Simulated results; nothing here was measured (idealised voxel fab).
process module | voxel double patterning
cross-section cut | 200 nm wide | cells 5 nm
A cross-section is a grid of square cells, given in bands from the top down. A band is one or more rows of cells.
Each band's line starts with the height of the band's top and of its bottom, in nm. Then come its materials from left to right, each with its width in nm. One material with "throughout" fills the band from edge to edge. "air" is empty space.
Height 0 is the level under which the wafer as received is all one material. The lowest band goes on downwards, as in "0 down".
A width such as "30 to 40" changes by the same amount from each row of cells to the next, from the band's top row to its bottom row.
"no change" after a step means that no cell of the cross-section changed.
closed voids: empty space of 8 cells or more with no open way to the top, each as width x height at its distance from the left edge, in nm
after a step's settings: what the simulator itself notes on the step
overlay nm, on a step with a mask: how far to the right of its planned place the mask lay; to the left if negative
plan
1 op RECEIVE | material Si
2 op CONFORMAL_DEP | material SiO2 | thk nm 10
3 op DIRECTIONAL_DEP | material TiN | thk nm 15
4 op DIRECTIONAL_DEP | material SiCN | thk nm 10
5 op DIRECTIONAL_DEP | material aC | thk nm 15
6 op PATTERN | tone open | mask id FIRST | material resist | width nm 15 | pitch nm 50 | thk nm 35 | overlay nm 0
7 op DIRECTIONAL_ETCH | etch materials aC | depth nm 15
8 op STRIP | etch materials resist
9 op DIRECTIONAL_ETCH | etch materials SiCN | depth nm 10
10 op STRIP | etch materials aC
11 op PATTERN | tone open | mask id SECOND | material resist | width nm 15 | pitch nm 50 | thk nm 20 | overlay nm 0
12 op DIRECTIONAL_ETCH | etch materials SiCN | depth nm 10
13 op STRIP | etch materials resist
14 op DIRECTIONAL_ETCH | etch materials TiN | depth nm 15
15 op STRIP | etch materials SiCN
as received, after step 1
  0 down: Si throughout
  closed voids: none
a wafer at the end: this start, this plan, one mistake
  25 to 20: TiN 40 | air 15 | TiN 10 | air 15 | TiN 10 | air 15 | TiN 10 | air 15 | TiN 10 | air 15 | TiN 45
  20 to 10: TiN throughout
  10 to 0: SiO2 throughout
  0 down: Si throughout
  closed voids: none
what went wrong: step 14 ran as: op DIRECTIONAL_ETCH | etch materials TiN | depth nm 5
